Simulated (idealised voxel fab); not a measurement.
process module | voxel transistor to metal
cross-section cut | 165 nm wide | cells 5 nm
A cross-section is a grid of square cells, given in bands from the top down. A band is one or more rows of cells.
Each band's line starts with the height of the band's top and of its bottom, in nm. Then come its materials from left to right, each with its width in nm. One material with "throughout" fills the band from edge to edge. "air" is empty space.
Height 0 is the level under which the wafer as received is all one material. The lowest band goes on downwards, as in "0 down".
A width such as "30 to 40" changes by the same amount from each row of cells to the next, from the band's top row to its bottom row.
"no change" after a step means that no cell of the cross-section changed.
closed voids: empty space of 8 cells or more with no open way to the top, each as width x height at its distance from the left edge, in nm
after a step's settings: what the simulator itself notes on the step
overlay nm, on a step with a mask: how far to the right of its planned place the mask lay; to the left if negative
plan
1 op RECEIVE | material Si
2 op CONFORMAL_DEP | material SiO2 | thk nm 5
3 op CONFORMAL_DEP | material SiN | thk nm 10
4 op MASKED_ETCH | tone cover | mask id ACTIVE | width nm 110 | etch materials SiN | depth nm 10 | overlay nm 0
5 op MASKED_ETCH | tone cover | mask id ACTIVE | width nm 110 | etch materials SiO2 | depth nm 5 | overlay nm 0
6 op MASKED_ETCH | tone cover | mask id ACTIVE | width nm 110 | etch materials Si | depth nm 35 | overlay nm 0
7 op FILL_DEP | material SiO2 | thk nm 15
8 op CMP | height nm 15
9 op SELECTIVE_ETCH | etch materials SiO2 | depth nm 10
10 op STRIP | etch materials SiN
11 op SELECTIVE_ETCH | etch materials SiO2 | depth nm 5
12 op OXIDIZE | depth nm 5
13 op DIRECTIONAL_DEP | material polySi | thk nm 25
14 op DIRECTIONAL_DEP | material SiCN | thk nm 10
15 op DIRECTIONAL_DEP | material aC | thk nm 15
16 op PATTERN | tone cover | mask id GATE | material resist | width nm 20 | thk nm 30 | overlay nm 0
17 op DIRECTIONAL_ETCH | etch materials aC | depth nm 15
18 op STRIP | etch materials resist
19 op DIRECTIONAL_ETCH | etch materials SiCN | depth nm 20
20 op DIRECTIONAL_ETCH | etch materials polySi | depth nm 35
21 op STRIP | etch materials aC
22 op CONFORMAL_DEP | material SiO2 | thk nm 5
23 op DIRECTIONAL_ETCH | etch materials SiO2 | depth nm 5
24 op CONFORMAL_DEP | material SiN | thk nm 5
25 op DIRECTIONAL_ETCH | etch materials SiN | depth nm 5
26 op DIRECTIONAL_ETCH | etch materials SiO2 | depth nm 5
27 op DIRECTIONAL_ETCH | etch materials Si | depth nm 10
28 op EPI | material nSi | thk nm 15
29 op FILL_DEP | material SiO2 | thk nm 5
30 op CMP | height nm 35
31 op DIRECTIONAL_DEP | material SiO2 | thk nm 10
32 op PATTERN | tone open | mask id CONTACT | material resist | width nm 35 | pitch nm 65 | thk nm 20 | overlay nm 0
33 op DIRECTIONAL_ETCH | etch materials SiO2 | depth nm 45
34 op STRIP | etch materials resist
35 op CONFORMAL_DEP | material TiN | thk nm 5
36 op FILL_DEP | material Ru | thk nm 10
37 op CMP | height nm 45
38 op CONFORMAL_DEP | material SiN | thk nm 5
39 op DIRECTIONAL_DEP | material lowk | thk nm 20
40 op PATTERN | tone open | mask id METAL_1 | material resist | width nm 20 | pitch nm 80 | thk nm 15 | overlay nm 0
41 op DIRECTIONAL_ETCH | etch materials lowk | depth nm 20
42 op DIRECTIONAL_ETCH | etch materials SiN | depth nm 5
43 op STRIP | etch materials resist
44 op CONFORMAL_DEP | material TiN | thk nm 5
45 op FILL_DEP | material W | thk nm 5
46 op CMP | height nm 70
47 op CONFORMAL_DEP | material SiCN | thk nm 5
as received, after step 1
  0 down: Si throughout
  closed voids: none
first wafer at the end, as planned
  75 to 70: SiCN throughout
  70 to 50: lowk 30 | TiN 5 | W 10 | TiN 5 | lowk 60 | TiN 5 | W 10 | TiN 5 | lowk 35
  50 to 45: SiN 30 | TiN 20 | SiN 60 | TiN 20 | SiN 35
  45 to 35: SiO2 30 | TiN 5 | Ru 25 to 20 | TiN 5 to 10 | SiO2 30 | TiN 5 to 10 | Ru 25 to 20 | TiN 5 | SiO2 35
  35 to 25: SiO2 30 | TiN 5 | Ru 20 | TiN 5 | SiN 5 | SiO2 5 | SiCN 20 | SiO2 5 | SiN 5 | TiN 5 | Ru 20 | TiN 5 | SiO2 35
  25 to 15: SiO2 30 | TiN 5 | Ru 20 | TiN 5 | SiN 5 | SiO2 5 | polySi 20 | SiO2 5 | SiN 5 | TiN 5 | Ru 20 | TiN 5 | SiO2 35
  15 to 10: SiO2 30 | TiN 5 | Ru 5 | TiN 20 | SiN 5 | SiO2 5 | polySi 20 | SiO2 5 | SiN 5 | TiN 20 | Ru 5 | TiN 5 | SiO2 35
  10 to 5: SiO2 30 | TiN 5 | Ru 5 | TiN 5 | nSi 15 | SiN 5 | SiO2 5 | polySi 20 | SiO2 5 | SiN 5 | nSi 15 | TiN 5 | Ru 5 | TiN 5 | SiO2 35
  5 to 0: SiO2 30 | TiN 15 | nSi 15 | SiN 5 | SiO2 5 | polySi 20 | SiO2 5 | SiN 5 | nSi 15 | TiN 15 | SiO2 35
  0 to -5: SiO2 20 | nSi 40 | SiO2 40 | nSi 40 | SiO2 25
  -5 to -15: SiO2 25 | nSi 35 | Si 40 | nSi 35 | SiO2 30
  -15 to -35: SiO2 25 | Si 110 | SiO2 30
  -35 down: Si throughout
  closed voids: none
second wafer at the end: like start, like plan, one mistake
  75 to 70: SiCN throughout
  70 to 50: lowk 30 | TiN 5 | W 10 | TiN 5 | lowk 60 | TiN 5 | W 10 | TiN 5 | lowk 35
  50 to 45: SiN 30 | TiN 20 | SiN 60 | TiN 20 | SiN 35
  45 to 35: SiO2 30 | TiN 5 | Ru 25 to 20 | TiN 5 to 10 | SiO2 30 | TiN 5 to 10 | Ru 25 to 20 | TiN 5 | SiO2 35
  35 to 30: SiO2 30 | TiN 5 | Ru 20 | TiN 5 | SiN 5 | SiO2 5 | SiCN 20 | SiO2 5 | SiN 5 | TiN 5 | Ru 20 | TiN 5 | SiO2 35
  30 to 20: SiO2 30 | TiN 5 | Ru 20 | TiN 5 | SiN 5 | SiO2 5 | polySi 20 | SiO2 5 | SiN 5 | TiN 5 | Ru 20 | TiN 5 | SiO2 35
  20 to 15: SiO2 30 | TiN 5 | Ru 5 | TiN 20 | SiN 5 | SiO2 5 | polySi 20 | SiO2 5 | SiN 5 | TiN 20 | Ru 5 | TiN 5 | SiO2 35
  15 to 10: SiO2 30 | TiN 15 | nSi 15 | SiN 5 | SiO2 5 | polySi 20 | SiO2 5 | SiN 5 | nSi 15 | TiN 15 | SiO2 35
  10 to 5: SiO2 25 | nSi 35 | SiN 5 | SiO2 5 | polySi 20 | SiO2 5 | SiN 5 | nSi 35 | SiO2 30
  5 to 0: SiO2 20 | SiN 5 | nSi 35 | SiO2 40 | nSi 35 | SiN 5 | SiO2 25
  0 to -5: SiO2 35 | nSi 25 | Si 40 | nSi 25 | SiO2 40
  -5 to -10: SiO2 25 | Si 10 | nSi 25 | Si 40 | nSi 25 | Si 10 | SiO2 30
  -10 to -35: SiO2 25 | Si 110 | SiO2 30
  -35 down: Si throughout
  closed voids: none
what went wrong: steps 10 and 11 were swapped
at the end the second wafer has, in cells: 10 fewer of Ru | 26 more of Si | 4 fewer of SiCN | 2 fewer of SiO2 | 8 fewer of TiN | 2 fewer of nSi
